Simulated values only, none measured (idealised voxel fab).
process module | voxel transistor to metal
cross-section cut | 280 nm wide | cells 5 nm
A cross-section is a grid of square cells, given in bands from the top down. A band is one or more rows of cells.
Each band's line starts with the height of the band's top and of its bottom, in nm. Then come its materials from left to right, each with its width in nm. One material with "throughout" fills the band from edge to edge. "air" is empty space.
Height 0 is the level under which the wafer as received is all one material. The lowest band goes on downwards, as in "0 down".
A width such as "30 to 40" changes by the same amount from each row of cells to the next, from the band's top row to its bottom row.
"no change" after a step means that no cell of the cross-section changed.
closed voids: empty space of 8 cells or more with no open way to the top, each as width x height at its distance from the left edge, in nm
after a step's settings: what the simulator itself notes on the step
overlay nm, on a step with a mask: how far to the right of its planned place the mask lay; to the left if negative
Each pair below shows a cross-section before one step and the cross-section after it, down to the lowest band that changed. The line under each pair gives the step between them, with its settings. The pairs can come from different runs of this module on the same starting wafer, so a pair continues from the pair above only where its "before" says so.
before
  25 to 15: SiO2 throughout
  15 to 0: SiO2 50 | SiN 10 | HfO2 5 | TiN 5 | W 10 | TiN 5 | HfO2 5 | SiN 10 | SiO2 80 | SiN 10 | HfO2 5 | TiN 5 | W 10 | TiN 5 | HfO2 5 | SiN 10 | SiO2 50
  0 to -5: SiO2 50 | SiN 10 | HfO2 5 | TiN 20 | HfO2 5 | SiN 10 | SiO2 80 | SiN 10 | HfO2 5 | TiN 20 | HfO2 5 | SiN 10 | SiO2 50
  -5 to -10: SiO2 45 | nSi 5 | SiO2 5 | HfO2 40 | SiO2 5 | nSi 5 | SiO2 70 | nSi 5 | SiO2 5 | HfO2 40 | SiO2 5 | nSi 5 | SiO2 45
  -10 to -15: SiO2 20 | nSi 30 | Si 50 | nSi 30 | SiO2 20 | nSi 30 | Si 50 | nSi 30 | SiO2 20
  -15 to -40: SiO2 20 | Si 110 | SiO2 20 | Si 110 | SiO2 20
  -40 down: Si throughout
  closed voids: none
after
  40 to 25: resist 25 | air 25 | resist 50 | air 25 | resist 30 | air 25 | resist 50 | air 25 | resist 25
  below 25: unchanged
  closed voids: none
the step between: op PATTERN | tone open | mask id CONTACT | material resist | width nm 25 | thk nm 15 | overlay nm 0
before: the cross-section after the pair above
after
  40 to 25: resist 25 | air 25 | resist 50 | air 25 | resist 30 | air 25 | resist 50 | air 25 | resist 25
  25 to 15: SiO2 25 | air 25 | SiO2 50 | air 25 | SiO2 30 | air 25 | SiO2 50 | air 25 | SiO2 25
  15 to 0: SiO2 25 | air 25 | SiN 10 | HfO2 5 | TiN 5 | W 10 | TiN 5 | HfO2 5 | SiN 10 | air 25 | SiO2 30 | air 25 | SiN 10 | HfO2 5 | TiN 5 | W 10 | TiN 5 | HfO2 5 | SiN 10 | air 25 | SiO2 25
  0 to -5: SiO2 25 | air 25 | SiN 10 | HfO2 5 | TiN 20 | HfO2 5 | SiN 10 | air 25 | SiO2 30 | air 25 | SiN 10 | HfO2 5 | TiN 20 | HfO2 5 | SiN 10 | air 25 | SiO2 25
  -5 to -10: SiO2 25 | air 20 | nSi 5 | SiO2 5 | HfO2 40 | SiO2 5 | nSi 5 | air 20 | SiO2 30 | air 20 | nSi 5 | SiO2 5 | HfO2 40 | SiO2 5 | nSi 5 | air 20 | SiO2 25
  below -10: unchanged
  closed voids: none
the step between: op DIRECTIONAL_ETCH | etch materials SiO2 | depth nm 35
before: the cross-section after the pair above
after
  25 to 15: SiO2 25 | air 25 | SiO2 50 | air 25 | SiO2 30 | air 25 | SiO2 50 | air 25 | SiO2 25
  below 15: unchanged
  closed voids: none
the step between: op STRIP | etch materials resist
before: the cross-section after the pair above
after
  30 to 25: TiN 30 | air 15 | TiN 60 | air 15 | TiN 40 | air 15 | TiN 60 | air 15 | TiN 30
  25 to 15: SiO2 25 | TiN 5 | air 15 | TiN 5 | SiO2 50 | TiN 5 | air 15 | TiN 5 | SiO2 30 | TiN 5 | air 15 | TiN 5 | SiO2 50 | TiN 5 | air 15 | TiN 5 | SiO2 25
  15 to 0: SiO2 25 | TiN 5 | air 15 | TiN 5 | SiN 10 | HfO2 5 | TiN 5 | W 10 | TiN 5 | HfO2 5 | SiN 10 | TiN 5 | air 15 | TiN 5 | SiO2 30 | TiN 5 | air 15 | TiN 5 | SiN 10 | HfO2 5 | TiN 5 | W 10 | TiN 5 | HfO2 5 | SiN 10 | TiN 5 | air 15 | TiN 5 | SiO2 25
  0 to -5: SiO2 25 | TiN 5 | air 10 | TiN 10 | SiN 10 | HfO2 5 | TiN 20 | HfO2 5 | SiN 10 | TiN 10 | air 10 | TiN 5 | SiO2 30 | TiN 5 | air 10 | TiN 10 | SiN 10 | HfO2 5 | TiN 20 | HfO2 5 | SiN 10 | TiN 10 | air 10 | TiN 5 | SiO2 25
  -5 to -10: SiO2 25 | TiN 20 | nSi 5 | SiO2 5 | HfO2 40 | SiO2 5 | nSi 5 | TiN 20 | SiO2 30 | TiN 20 | nSi 5 | SiO2 5 | HfO2 40 | SiO2 5 | nSi 5 | TiN 20 | SiO2 25
  below -10: unchanged
  closed voids: none
the step between: op CONFORMAL_DEP | material TiN | thk nm 5
before: the cross-section after the pair above
after
  40 to 30: W throughout
  30 to 25: TiN 30 | W 15 | TiN 60 | W 15 | TiN 40 | W 15 | TiN 60 | W 15 | TiN 30
  25 to 15: SiO2 25 | TiN 5 | W 15 | TiN 5 | SiO2 50 | TiN 5 | W 15 | TiN 5 | SiO2 30 | TiN 5 | W 15 | TiN 5 | SiO2 50 | TiN 5 | W 15 | TiN 5 | SiO2 25
  15 to 0: SiO2 25 | TiN 5 | W 15 | TiN 5 | SiN 10 | HfO2 5 | TiN 5 | W 10 | TiN 5 | HfO2 5 | SiN 10 | TiN 5 | W 15 | TiN 5 | SiO2 30 | TiN 5 | W 15 | TiN 5 | SiN 10 | HfO2 5 | TiN 5 | W 10 | TiN 5 | HfO2 5 | SiN 10 | TiN 5 | W 15 | TiN 5 | SiO2 25
  0 to -5: SiO2 25 | TiN 5 | W 10 | TiN 10 | SiN 10 | HfO2 5 | TiN 20 | HfO2 5 | SiN 10 | TiN 10 | W 10 | TiN 5 | SiO2 30 | TiN 5 | W 10 | TiN 10 | SiN 10 | HfO2 5 | TiN 20 | HfO2 5 | SiN 10 | TiN 10 | W 10 | TiN 5 | SiO2 25
  below -5: unchanged
  closed voids: none
the step between: op FILL_DEP | material W | thk nm 10
before: the cross-section after the pair above
after
  25 to 15: SiO2 25 | TiN 5 | W 15 | TiN 5 | SiO2 50 | TiN 5 | W 15 | TiN 5 | SiO2 30 | TiN 5 | W 15 | TiN 5 | SiO2 50 | TiN 5 | W 15 | TiN 5 | SiO2 25
  below 15: unchanged
  closed voids: none
the step between: op CMP | height nm 25
before: the cross-section after the pair above
after
  30 to 25: SiCN throughout
  below 25: unchanged
  closed voids: none
the step between: op CONFORMAL_DEP | material SiCN | thk nm 5
before: the cross-section after the pair above
after
  55 to 30: lowk throughout
  below 30: unchanged
  closed voids: none
the step between: op DIRECTIONAL_DEP | material lowk | thk nm 25
before: the cross-section after the pair above
after
  70 to 55: resist 30 | air 15 | resist 60 | air 15 | resist 40 | air 15 | resist 60 | air 15 | resist 30
  below 55: unchanged
  closed voids: none
the step between: op PATTERN | tone open | mask id METAL_1 | material resist | width nm 15 | thk nm 15 | overlay nm 0
before: the cross-section after the pair above
after
  70 to 55: resist 30 | air 15 | resist 60 | air 15 | resist 40 | air 15 | resist 60 | air 15 | resist 30
  55 to 30: lowk 30 | air 15 | lowk 60 | air 15 | lowk 40 | air 15 | lowk 60 | air 15 | lowk 30
  below 30: unchanged
  closed voids: none
the step between: op DIRECTIONAL_ETCH | etch materials lowk | depth nm 25
before: the cross-section after the pair above
after
  70 to 55: resist 30 | air 15 | resist 60 | air 15 | resist 40 | air 15 | resist 60 | air 15 | resist 30
  55 to 30: lowk 30 | air 15 | lowk 60 | air 15 | lowk 40 | air 15 | lowk 60 | air 15 | lowk 30
  30 to 25: SiCN 30 | air 15 | SiCN 60 | air 15 | SiCN 40 | air 15 | SiCN 60 | air 15 | SiCN 30
  below 25: unchanged
  closed voids: none
the step between: op DIRECTIONAL_ETCH | etch materials SiCN | depth nm 5
before: the cross-section after the pair above
after
  55 to 30: lowk 30 | air 15 | lowk 60 | air 15 | lowk 40 | air 15 | lowk 60 | air 15 | lowk 30
  below 30: unchanged
  closed voids: none
the step between: op STRIP | etch materials resist
before: the cross-section after the pair above
after
  60 to 55: TiN 35 | air 5 | TiN 70 | air 5 | TiN 50 | air 5 | TiN 70 | air 5 | TiN 35
  55 to 30: lowk 30 | TiN 5 | air 5 | TiN 5 | lowk 60 | TiN 5 | air 5 | TiN 5 | lowk 40 | TiN 5 | air 5 | TiN 5 | lowk 60 | TiN 5 | air 5 | TiN 5 | lowk 30
  30 to 25: SiCN 30 | TiN 15 | SiCN 60 | TiN 15 | SiCN 40 | TiN 15 | SiCN 60 | TiN 15 | SiCN 30
  below 25: unchanged
  closed voids: none
the step between: op CONFORMAL_DEP | material TiN | thk nm 5
before: the cross-section after the pair above
after
  65 to 60: Ru throughout
  60 to 55: TiN 35 | Ru 5 | TiN 70 | Ru 5 | TiN 50 | Ru 5 | TiN 70 | Ru 5 | TiN 35
  55 to 30: lowk 30 | TiN 5 | Ru 5 | TiN 5 | lowk 60 | TiN 5 | Ru 5 | TiN 5 | lowk 40 | TiN 5 | Ru 5 | TiN 5 | lowk 60 | TiN 5 | Ru 5 | TiN 5 | lowk 30
  below 30: unchanged
  closed voids: none
the step between: op FILL_DEP | material Ru | thk nm 5
before: the cross-section after the pair above
after
  55 to 30: lowk 30 | TiN 5 | Ru 5 | TiN 5 | lowk 60 | TiN 5 | Ru 5 | TiN 5 | lowk 40 | TiN 5 | Ru 5 | TiN 5 | lowk 60 | TiN 5 | Ru 5 | TiN 5 | lowk 30
  below 30: unchanged
  closed voids: none
the step between: op CMP | height nm 55
before: the cross-section after the pair above
after
  60 to 55: SiCN throughout
  below 55: unchanged
  closed voids: none
the step between: op CONFORMAL_DEP | material SiCN | thk nm 5
before
  25 to 15: SiO2 throughout
  15 to 0: SiO2 50 | SiN 10 | HfO2 5 | TiN 5 | W 10 | TiN 5 | HfO2 5 | SiN 10 | SiO2 80 | SiN 10 | HfO2 5 | TiN 5 | W 10 | TiN 5 | HfO2 5 | SiN 10 | SiO2 50
  0 to -5: SiO2 50 | SiN 10 | HfO2 5 | TiN 20 | HfO2 5 | SiN 10 | SiO2 80 | SiN 10 | HfO2 5 | TiN 20 | HfO2 5 | SiN 10 | SiO2 50
  -5 to -10: SiO2 45 | nSi 5 | SiO2 5 | HfO2 40 | SiO2 5 | nSi 5 | SiO2 70 | nSi 5 | SiO2 5 | HfO2 40 | SiO2 5 | nSi 5 | SiO2 45
  -10 to -15: SiO2 20 | nSi 30 | Si 50 | nSi 30 | SiO2 20 | nSi 30 | Si 50 | nSi 30 | SiO2 20
  -15 to -40: SiO2 20 | Si 110 | SiO2 20 | Si 110 | SiO2 20
  -40 down: Si throughout
  closed voids: none
after
  40 to 25: resist 20 | air 15 | resist 60 | air 15 | resist 40 | air 15 | resist 60 | air 15 | resist 40
  below 25: unchanged
  closed voids: none
the step between: op PATTERN | tone open | mask id CONTACT | material resist | width nm 15 | thk nm 15 | overlay nm -10
before: the cross-section after the pair above
after
  40 to 25: resist 20 | air 15 | resist 60 | air 15 | resist 40 | air 15 | resist 60 | air 15 | resist 40
  25 to 15: SiO2 20 | air 15 | SiO2 60 | air 15 | SiO2 40 | air 15 | SiO2 60 | air 15 | SiO2 40
  15 to 0: SiO2 20 | air 15 | SiO2 15 | SiN 10 | HfO2 5 | TiN 5 | W 10 | TiN 5 | HfO2 5 | SiN 10 | air 10 | SiO2 40 | air 15 | SiO2 15 | SiN 10 | HfO2 5 | TiN 5 | W 10 | TiN 5 | HfO2 5 | SiN 10 | air 10 | SiO2 40
  0 to -5: SiO2 20 | air 15 | SiO2 15 | SiN 10 | HfO2 5 | TiN 20 | HfO2 5 | SiN 10 | air 10 | SiO2 40 | air 15 | SiO2 15 | SiN 10 | HfO2 5 | TiN 20 | HfO2 5 | SiN 10 | air 10 | SiO2 40
  -5 to -10: SiO2 20 | air 15 | SiO2 10 | nSi 5 | SiO2 5 | HfO2 40 | SiO2 5 | nSi 5 | air 5 | SiO2 40 | air 15 | SiO2 10 | nSi 5 | SiO2 5 | HfO2 40 | SiO2 5 | nSi 5 | air 5 | SiO2 40
  below -10: unchanged
  closed voids: none
the step between: op DIRECTIONAL_ETCH | etch materials SiO2 | depth nm 35
before: the cross-section after the pair above
after
  25 to 15: SiO2 20 | air 15 | SiO2 60 | air 15 | SiO2 40 | air 15 | SiO2 60 | air 15 | SiO2 40
  below 15: unchanged
  closed voids: none
the step between: op STRIP | etch materials resist
before: the cross-section after the pair above
after
  30 to 25: TiN 25 | air 5 | TiN 70 | air 5 | TiN 50 | air 5 | TiN 70 | air 5 | TiN 45
  25 to 20: SiO2 20 | TiN 5 | air 5 | TiN 5 | SiO2 60 | TiN 5 | air 5 | TiN 5 | SiO2 40 | TiN 5 | air 5 | TiN 5 | SiO2 60 | TiN 5 | air 5 | TiN 5 | SiO2 40
  20 to 15: SiO2 20 | TiN 5 | air 5 | TiN 5 | SiO2 60 | TiN 15 | SiO2 40 | TiN 5 | air 5 | TiN 5 | SiO2 60 | TiN 15 | SiO2 40
  15 to 0: SiO2 20 | TiN 5 | air 5 | TiN 5 | SiO2 15 | SiN 10 | HfO2 5 | TiN 5 | W 10 | TiN 5 | HfO2 5 | SiN 10 | TiN 10 | SiO2 40 | TiN 5 | air 5 | TiN 5 | SiO2 15 | SiN 10 | HfO2 5 | TiN 5 | W 10 | TiN 5 | HfO2 5 | SiN 10 | TiN 10 | SiO2 40
  0 to -5: SiO2 20 | TiN 5 | air 5 | TiN 5 | SiO2 15 | SiN 10 | HfO2 5 | TiN 20 | HfO2 5 | SiN 10 | TiN 10 | SiO2 40 | TiN 5 | air 5 | TiN 5 | SiO2 15 | SiN 10 | HfO2 5 | TiN 20 | HfO2 5 | SiN 10 | TiN 10 | SiO2 40
  -5 to -10: SiO2 20 | TiN 15 | SiO2 10 | nSi 5 | SiO2 5 | HfO2 40 | SiO2 5 | nSi 5 | TiN 5 | SiO2 40 | TiN 15 | SiO2 10 | nSi 5 | SiO2 5 | HfO2 40 | SiO2 5 | nSi 5 | TiN 5 | SiO2 40
  below -10: unchanged
  closed voids: none
the step between: op CONFORMAL_DEP | material TiN | thk nm 5
before: the cross-section after the pair above
after
  40 to 30: W throughout
  30 to 25: TiN 25 | W 5 | TiN 70 | W 5 | TiN 50 | W 5 | TiN 70 | W 5 | TiN 45
  25 to 20: SiO2 20 | TiN 5 | W 5 | TiN 5 | SiO2 60 | TiN 5 | W 5 | TiN 5 | SiO2 40 | TiN 5 | W 5 | TiN 5 | SiO2 60 | TiN 5 | W 5 | TiN 5 | SiO2 40
  20 to 15: SiO2 20 | TiN 5 | W 5 | TiN 5 | SiO2 60 | TiN 15 | SiO2 40 | TiN 5 | W 5 | TiN 5 | SiO2 60 | TiN 15 | SiO2 40
  15 to 0: SiO2 20 | TiN 5 | W 5 | TiN 5 | SiO2 15 | SiN 10 | HfO2 5 | TiN 5 | W 10 | TiN 5 | HfO2 5 | SiN 10 | TiN 10 | SiO2 40 | TiN 5 | W 5 | TiN 5 | SiO2 15 | SiN 10 | HfO2 5 | TiN 5 | W 10 | TiN 5 | HfO2 5 | SiN 10 | TiN 10 | SiO2 40
  0 to -5: SiO2 20 | TiN 5 | W 5 | TiN 5 | SiO2 15 | SiN 10 | HfO2 5 | TiN 20 | HfO2 5 | SiN 10 | TiN 10 | SiO2 40 | TiN 5 | W 5 | TiN 5 | SiO2 15 | SiN 10 | HfO2 5 | TiN 20 | HfO2 5 | SiN 10 | TiN 10 | SiO2 40
  below -5: unchanged
  closed voids: none
the step between: op FILL_DEP | material W | thk nm 10
before: the cross-section after the pair above
after
  25 to 20: SiO2 20 | TiN 5 | W 5 | TiN 5 | SiO2 60 | TiN 5 | W 5 | TiN 5 | SiO2 40 | TiN 5 | W 5 | TiN 5 | SiO2 60 | TiN 5 | W 5 | TiN 5 | SiO2 40
  below 20: unchanged
  closed voids: none
the step between: op CMP | height nm 25
before: the cross-section after the pair above
after
  30 to 25: SiCN throughout
  below 25: unchanged
  closed voids: none
the step between: op CONFORMAL_DEP | material SiCN | thk nm 5
before: the cross-section after the pair above
after
  55 to 30: lowk throughout
  below 30: unchanged
  closed voids: none
the step between: op DIRECTIONAL_DEP | material lowk | thk nm 25
before: the cross-section after the pair above
after
  70 to 55: resist 30 | air 15 | resist 60 | air 15 | resist 40 | air 15 | resist 60 | air 15 | resist 30
  below 55: unchanged
  closed voids: none
the step between: op PATTERN | tone open | mask id METAL_1 | material resist | width nm 15 | thk nm 15 | overlay nm 0
before: the cross-section after the pair above
after
  70 to 55: resist 30 | air 15 | resist 60 | air 15 | resist 40 | air 15 | resist 60 | air 15 | resist 30
  55 to 30: lowk 30 | air 15 | lowk 60 | air 15 | lowk 40 | air 15 | lowk 60 | air 15 | lowk 30
  below 30: unchanged
  closed voids: none
the step between: op DIRECTIONAL_ETCH | etch materials lowk | depth nm 25
before: the cross-section after the pair above
after
  70 to 55: resist 30 | air 15 | resist 60 | air 15 | resist 40 | air 15 | resist 60 | air 15 | resist 30
  55 to 30: lowk 30 | air 15 | lowk 60 | air 15 | lowk 40 | air 15 | lowk 60 | air 15 | lowk 30
  30 to 25: SiCN 30 | air 15 | SiCN 60 | air 15 | SiCN 40 | air 15 | SiCN 60 | air 15 | SiCN 30
  below 25: unchanged
  closed voids: none
the step between: op DIRECTIONAL_ETCH | etch materials SiCN | depth nm 5
before: the cross-section after the pair above
after
  55 to 30: lowk 30 | air 15 | lowk 60 | air 15 | lowk 40 | air 15 | lowk 60 | air 15 | lowk 30
  below 30: unchanged
  closed voids: none
the step between: op STRIP | etch materials resist
before: the cross-section after the pair above
after
  60 to 55: TiN 35 | air 5 | TiN 70 | air 5 | TiN 50 | air 5 | TiN 70 | air 5 | TiN 35
  55 to 30: lowk 30 | TiN 5 | air 5 | TiN 5 | lowk 60 | TiN 5 | air 5 | TiN 5 | lowk 40 | TiN 5 | air 5 | TiN 5 | lowk 60 | TiN 5 | air 5 | TiN 5 | lowk 30
  30 to 25: SiCN 30 | TiN 15 | SiCN 60 | TiN 15 | SiCN 40 | TiN 15 | SiCN 60 | TiN 15 | SiCN 30
  below 25: unchanged
  closed voids: none
the step between: op CONFORMAL_DEP | material TiN | thk nm 5
before: the cross-section after the pair above
after
  65 to 60: Ru throughout
  60 to 55: TiN 35 | Ru 5 | TiN 70 | Ru 5 | TiN 50 | Ru 5 | TiN 70 | Ru 5 | TiN 35
  55 to 30: lowk 30 | TiN 5 | Ru 5 | TiN 5 | lowk 60 | TiN 5 | Ru 5 | TiN 5 | lowk 40 | TiN 5 | Ru 5 | TiN 5 | lowk 60 | TiN 5 | Ru 5 | TiN 5 | lowk 30
  below 30: unchanged
  closed voids: none
the step between: op FILL_DEP | material Ru | thk nm 5
before: the cross-section after the pair above
after
  55 to 30: lowk 30 | TiN 5 | Ru 5 | TiN 5 | lowk 60 | TiN 5 | Ru 5 | TiN 5 | lowk 40 | TiN 5 | Ru 5 | TiN 5 | lowk 60 | TiN 5 | Ru 5 | TiN 5 | lowk 30
  below 30: unchanged
  closed voids: none
the step between: op CMP | height nm 55
before: the cross-section after the pair above
after
  60 to 55: SiCN throughout
  below 55: unchanged
  closed voids: none
the step between: op CONFORMAL_DEP | material SiCN | thk nm 5
before
  35 to 20: air 50 | SiN 10 | SiCN 30 | SiN 10 | air 80 | SiN 10 | SiCN 30 | SiN 10 | air 50
  20 to -5: air 50 | SiN 10 | polySi 30 | SiN 10 | air 80 | SiN 10 | polySi 30 | SiN 10 | air 50
  -5 to -10: air 45 | nSi 5 | SiO2 50 | nSi 5 | air 70 | nSi 5 | SiO2 50 | nSi 5 | air 45
  -10 to -15: SiO2 20 | nSi 30 | Si 50 | nSi 30 | SiO2 20 | nSi 30 | Si 50 | nSi 30 | SiO2 20
  -15 to -40: SiO2 20 | Si 110 | SiO2 20 | Si 110 | SiO2 20
  -40 down: Si throughout
  closed voids: none
after
  40 to 35: HfO2 throughout
  35 to 20: HfO2 50 | SiN 10 | SiCN 30 | SiN 10 | HfO2 80 | SiN 10 | SiCN 30 | SiN 10 | HfO2 50
  20 to -5: HfO2 50 | SiN 10 | polySi 30 | SiN 10 | HfO2 80 | SiN 10 | polySi 30 | SiN 10 | HfO2 50
  -5 to -10: HfO2 45 | nSi 5 | SiO2 50 | nSi 5 | HfO2 70 | nSi 5 | SiO2 50 | nSi 5 | HfO2 45
  below -10: unchanged
  closed voids: none
the step between: op FILL_DEP | material HfO2 | thk nm 5
before: the cross-section after the pair above
after
  20 to -5: HfO2 50 | SiN 10 | polySi 30 | SiN 10 | HfO2 80 | SiN 10 | polySi 30 | SiN 10 | HfO2 50
  below -5: unchanged
  closed voids: none
the step between: op CMP | height nm 20
before: the cross-section after the pair above
after
  20 to -5: HfO2 50 | SiN 10 | air 30 | SiN 10 | HfO2 80 | SiN 10 | air 30 | SiN 10 | HfO2 50
  below -5: unchanged
  closed voids: none
the step between: op STRIP | etch materials polySi
before: the cross-section after the pair above
after
  20 to -5: HfO2 50 | SiN 10 | air 30 | SiN 10 | HfO2 80 | SiN 10 | air 30 | SiN 10 | HfO2 50
  -5 to -10: HfO2 45 | nSi 5 | SiO2 5 | air 40 | SiO2 5 | nSi 5 | HfO2 70 | nSi 5 | SiO2 5 | air 40 | SiO2 5 | nSi 5 | HfO2 45
  below -10: unchanged
  closed voids: none
the step between: op SELECTIVE_ETCH | etch materials SiO2 | depth nm 5
before: the cross-section after the pair above
after
  25 to 20: HfO2 65 | air 20 | HfO2 110 | air 20 | HfO2 65
  20 to -5: HfO2 50 | SiN 10 | HfO2 5 | air 20 | HfO2 5 | SiN 10 | HfO2 80 | SiN 10 | HfO2 5 | air 20 | HfO2 5 | SiN 10 | HfO2 50
  -5 to -10: HfO2 45 | nSi 5 | SiO2 5 | HfO2 40 | SiO2 5 | nSi 5 | HfO2 70 | nSi 5 | SiO2 5 | HfO2 40 | SiO2 5 | nSi 5 | HfO2 45
  below -10: unchanged
  closed voids: none
the step between: op CONFORMAL_DEP | material HfO2 | thk nm 5
before: the cross-section after the pair above
after
  30 to 25: TiN 70 | air 10 | TiN 120 | air 10 | TiN 70
  25 to 20: HfO2 65 | TiN 5 | air 10 | TiN 5 | HfO2 110 | TiN 5 | air 10 | TiN 5 | HfO2 65
  20 to 0: HfO2 50 | SiN 10 | HfO2 5 | TiN 5 | air 10 | TiN 5 | HfO2 5 | SiN 10 | HfO2 80 | SiN 10 | HfO2 5 | TiN 5 | air 10 | TiN 5 | HfO2 5 | SiN 10 | HfO2 50
  0 to -5: HfO2 50 | SiN 10 | HfO2 5 | TiN 20 | HfO2 5 | SiN 10 | HfO2 80 | SiN 10 | HfO2 5 | TiN 20 | HfO2 5 | SiN 10 | HfO2 50
  below -5: unchanged
  closed voids: none
the step between: op CONFORMAL_DEP | material TiN | thk nm 5
before: the cross-section after the pair above
after
  35 to 30: W throughout
  30 to 25: TiN 70 | W 10 | TiN 120 | W 10 | TiN 70
  25 to 20: HfO2 65 | TiN 5 | W 10 | TiN 5 | HfO2 110 | TiN 5 | W 10 | TiN 5 | HfO2 65
  20 to 0: HfO2 50 | SiN 10 | HfO2 5 | TiN 5 | W 10 | TiN 5 | HfO2 5 | SiN 10 | HfO2 80 | SiN 10 | HfO2 5 | TiN 5 | W 10 | TiN 5 | HfO2 5 | SiN 10 | HfO2 50
  below 0: unchanged
  closed voids: none
the step between: op FILL_DEP | material W | thk nm 5
before: the cross-section after the pair above
after
  15 to 0: HfO2 50 | SiN 10 | HfO2 5 | TiN 5 | W 10 | TiN 5 | HfO2 5 | SiN 10 | HfO2 80 | SiN 10 | HfO2 5 | TiN 5 | W 10 | TiN 5 | HfO2 5 | SiN 10 | HfO2 50
  below 0: unchanged
  closed voids: none
the step between: op CMP | height nm 15
before: the cross-section after the pair above
after
  25 to 15: SiO2 throughout
  below 15: unchanged
  closed voids: none
the step between: op DIRECTIONAL_DEP | material SiO2 | thk nm 10
before: the cross-section after the pair above
after
  40 to 25: resist 30 | air 15 | resist 60 | air 15 | resist 40 | air 15 | resist 60 | air 15 | resist 30
  below 25: unchanged
  closed voids: none
the step between: op PATTERN | tone open | mask id CONTACT | material resist | width nm 15 | thk nm 15 | overlay nm 0
before: the cross-section after the pair above
after
  40 to 25: resist 30 | air 15 | resist 60 | air 15 | resist 40 | air 15 | resist 60 | air 15 | resist 30
  25 to 15: SiO2 30 | air 15 | SiO2 60 | air 15 | SiO2 40 | air 15 | SiO2 60 | air 15 | SiO2 30
  below 15: unchanged
  closed voids: none
the step between: op DIRECTIONAL_ETCH | etch materials SiO2 | depth nm 35
before: the cross-section after the pair above
after
  25 to 15: SiO2 30 | air 15 | SiO2 60 | air 15 | SiO2 40 | air 15 | SiO2 60 | air 15 | SiO2 30
  below 15: unchanged
  closed voids: none
the step between: op STRIP | etch materials resist
before: the cross-section after the pair above
after
  30 to 25: TiN 35 | air 5 | TiN 70 | air 5 | TiN 50 | air 5 | TiN 70 | air 5 | TiN 35
  25 to 20: SiO2 30 | TiN 5 | air 5 | TiN 5 | SiO2 60 | TiN 5 | air 5 | TiN 5 | SiO2 40 | TiN 5 | air 5 | TiN 5 | SiO2 60 | TiN 5 | air 5 | TiN 5 | SiO2 30
  20 to 15: SiO2 30 | TiN 15 | SiO2 60 | TiN 15 | SiO2 40 | TiN 15 | SiO2 60 | TiN 15 | SiO2 30
  below 15: unchanged
  closed voids: none
the step between: op CONFORMAL_DEP | material TiN | thk nm 5
before: the cross-section after the pair above
after
  40 to 30: W throughout
  30 to 25: TiN 35 | W 5 | TiN 70 | W 5 | TiN 50 | W 5 | TiN 70 | W 5 | TiN 35
  25 to 20: SiO2 30 | TiN 5 | W 5 | TiN 5 | SiO2 60 | TiN 5 | W 5 | TiN 5 | SiO2 40 | TiN 5 | W 5 | TiN 5 | SiO2 60 | TiN 5 | W 5 | TiN 5 | SiO2 30
  below 20: unchanged
  closed voids: none
the step between: op FILL_DEP | material W | thk nm 10
before: the cross-section after the pair above
after
  25 to 20: SiO2 30 | TiN 5 | W 5 | TiN 5 | SiO2 60 | TiN 5 | W 5 | TiN 5 | SiO2 40 | TiN 5 | W 5 | TiN 5 | SiO2 60 | TiN 5 | W 5 | TiN 5 | SiO2 30
  below 20: unchanged
  closed voids: none
the step between: op CMP | height nm 25
before: the cross-section after the pair above
after
  30 to 25: SiCN throughout
  below 25: unchanged
  closed voids: none
the step between: op CONFORMAL_DEP | material SiCN | thk nm 5
before: the cross-section after the pair above
after
  55 to 30: lowk throughout
  below 30: unchanged
  closed voids: none
the step between: op DIRECTIONAL_DEP | material lowk | thk nm 25
before: the cross-section after the pair above
after
  70 to 55: resist 30 | air 15 | resist 60 | air 15 | resist 40 | air 15 | resist 60 | air 15 | resist 30
  below 55: unchanged
  closed voids: none
the step between: op PATTERN | tone open | mask id METAL_1 | material resist | width nm 15 | thk nm 15 | overlay nm 0
before: the cross-section after the pair above
after
  70 to 55: resist 30 | air 15 | resist 60 | air 15 | resist 40 | air 15 | resist 60 | air 15 | resist 30
  55 to 30: lowk 30 | air 15 | lowk 60 | air 15 | lowk 40 | air 15 | lowk 60 | air 15 | lowk 30
  below 30: unchanged
  closed voids: none
the step between: op DIRECTIONAL_ETCH | etch materials lowk | depth nm 25
before: the cross-section after the pair above
after
  70 to 55: resist 30 | air 15 | resist 60 | air 15 | resist 40 | air 15 | resist 60 | air 15 | resist 30
  55 to 30: lowk 30 | air 15 | lowk 60 | air 15 | lowk 40 | air 15 | lowk 60 | air 15 | lowk 30
  30 to 25: SiCN 30 | air 15 | SiCN 60 | air 15 | SiCN 40 | air 15 | SiCN 60 | air 15 | SiCN 30
  below 25: unchanged
  closed voids: none
the step between: op DIRECTIONAL_ETCH | etch materials SiCN | depth nm 5
before: the cross-section after the pair above
after
  55 to 30: lowk 30 | air 15 | lowk 60 | air 15 | lowk 40 | air 15 | lowk 60 | air 15 | lowk 30
  below 30: unchanged
  closed voids: none
the step between: op STRIP | etch materials resist
before: the cross-section after the pair above
after
  60 to 55: TiN 35 | air 5 | TiN 70 | air 5 | TiN 50 | air 5 | TiN 70 | air 5 | TiN 35
  55 to 30: lowk 30 | TiN 5 | air 5 | TiN 5 | lowk 60 | TiN 5 | air 5 | TiN 5 | lowk 40 | TiN 5 | air 5 | TiN 5 | lowk 60 | TiN 5 | air 5 | TiN 5 | lowk 30
  30 to 25: SiCN 30 | TiN 15 | SiCN 60 | TiN 15 | SiCN 40 | TiN 15 | SiCN 60 | TiN 15 | SiCN 30
  below 25: unchanged
  closed voids: none
the step between: op CONFORMAL_DEP | material TiN | thk nm 5
before: the cross-section after the pair above
after
  65 to 60: Ru throughout
  60 to 55: TiN 35 | Ru 5 | TiN 70 | Ru 5 | TiN 50 | Ru 5 | TiN 70 | Ru 5 | TiN 35
  55 to 30: lowk 30 | TiN 5 | Ru 5 | TiN 5 | lowk 60 | TiN 5 | Ru 5 | TiN 5 | lowk 40 | TiN 5 | Ru 5 | TiN 5 | lowk 60 | TiN 5 | Ru 5 | TiN 5 | lowk 30
  below 30: unchanged
  closed voids: none
the step between: op FILL_DEP | material Ru | thk nm 5
before: the cross-section after the pair above
after
  55 to 30: lowk 30 | TiN 5 | Ru 5 | TiN 5 | lowk 60 | TiN 5 | Ru 5 | TiN 5 | lowk 40 | TiN 5 | Ru 5 | TiN 5 | lowk 60 | TiN 5 | Ru 5 | TiN 5 | lowk 30
  below 30: unchanged
  closed voids: none
the step between: op CMP | height nm 55
before: the cross-section after the pair above
after
  60 to 55: SiCN throughout
  below 55: unchanged
  closed voids: none
the step between: op CONFORMAL_DEP | material SiCN | thk nm 5
